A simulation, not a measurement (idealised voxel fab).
process module | voxel released beams
cross-section cut | 250 nm wide | cells 5 nm
A cross-section is a grid of square cells, given in bands from the top down. A band is one or more rows of cells.
Each band's line starts with the height of the band's top and of its bottom, in nm. Then come its materials from left to right, each with its width in nm. One material with "throughout" fills the band from edge to edge. "air" is empty space.
Height 0 is the level under which the wafer as received is all one material. The lowest band goes on downwards, as in "0 down".
A width such as "30 to 40" changes by the same amount from each row of cells to the next, from the band's top row to its bottom row.
"no change" after a step means that no cell of the cross-section changed.
closed voids: empty space of 8 cells or more with no open way to the top, each as width x height at its distance from the left edge, in nm
after a step's settings: what the simulator itself notes on the step
overlay nm, on a step with a mask: how far to the right of its planned place the mask lay; to the left if negative
plan
1 op RECEIVE | material Si
2 op CONFORMAL_DEP | material SiN | thk nm 10
3 op DIRECTIONAL_DEP | material SiO2 | thk nm 15
4 op MASKED_ETCH | tone open | mask id ANCHOR | width nm 35 | etch materials SiO2 | depth nm 15 | overlay nm 0
5 op CONFORMAL_DEP | material W | thk nm 15
6 op PATTERN | tone cover | mask id BEAM | material resist | width nm 110 | thk nm 15 | overlay nm 0
7 op DIRECTIONAL_ETCH | etch materials W | depth nm 15
8 op STRIP | etch materials resist
9 op STRIP | etch materials SiO2
first wafer, as planned
as received, after step 1
  0 down: Si throughout
  closed voids: none
after step 2
  10 to 0: SiN throughout
  below 0: unchanged
after step 3
  25 to 10: SiO2 throughout
  below 10: unchanged
after step 4
  25 to 10: SiO2 70 | air 35 | SiO2 145
  below 10: unchanged
after step 5
  40 to 25: W 85 | air 5 | W 160
  25 to 10: SiO2 70 | W 35 | SiO2 145
  below 10: unchanged
after step 6
  55 to 40: air 65 | resist 110 | air 75
  40 to 25: W 85 | resist 5 | W 160
  below 25: unchanged
after step 7
  55 to 40: air 65 | resist 110 | air 75
  40 to 25: air 65 | W 20 | resist 5 | W 85 | air 75
  below 25: unchanged
after step 8
  40 to 25: air 65 | W 20 | air 5 | W 85 | air 75
  below 25: unchanged
after step 9
  40 to 25: air 65 | W 20 | air 5 | W 85 | air 75
  25 to 10: air 70 | W 35 | air 145
  below 10: unchanged
second wafer: like start, like plan, one mistake. Through step 1 it matches the first wafer
when step 2 should have ended
  10 to 0: SiO2 throughout
  below 0: unchanged
when step 3 should have ended
  25 to 0: SiO2 throughout
  below 0: unchanged
when step 4 should have ended
  25 to 10: SiO2 70 | air 35 | SiO2 145
  below 10: unchanged
when step 5 should have ended
  40 to 25: W 85 | air 5 | W 160
  25 to 10: SiO2 70 | W 35 | SiO2 145
  below 10: unchanged
when step 6 should have ended
  55 to 40: air 65 | resist 110 | air 75
  40 to 25: W 85 | resist 5 | W 160
  below 25: unchanged
when step 7 should have ended
  55 to 40: air 65 | resist 110 | air 75
  40 to 25: air 65 | W 20 | resist 5 | W 85 | air 75
  below 25: unchanged
when step 8 should have ended
  40 to 25: air 65 | W 20 | air 5 | W 85 | air 75
  below 25: unchanged
when step 9 should have ended
  0 down: Si throughout
what went wrong: step 2 ran as: op CONFORMAL_DEP | material SiO2 | thk nm 10
at the end the second wafer has, in cells: 100 fewer of SiN | 84 fewer of W
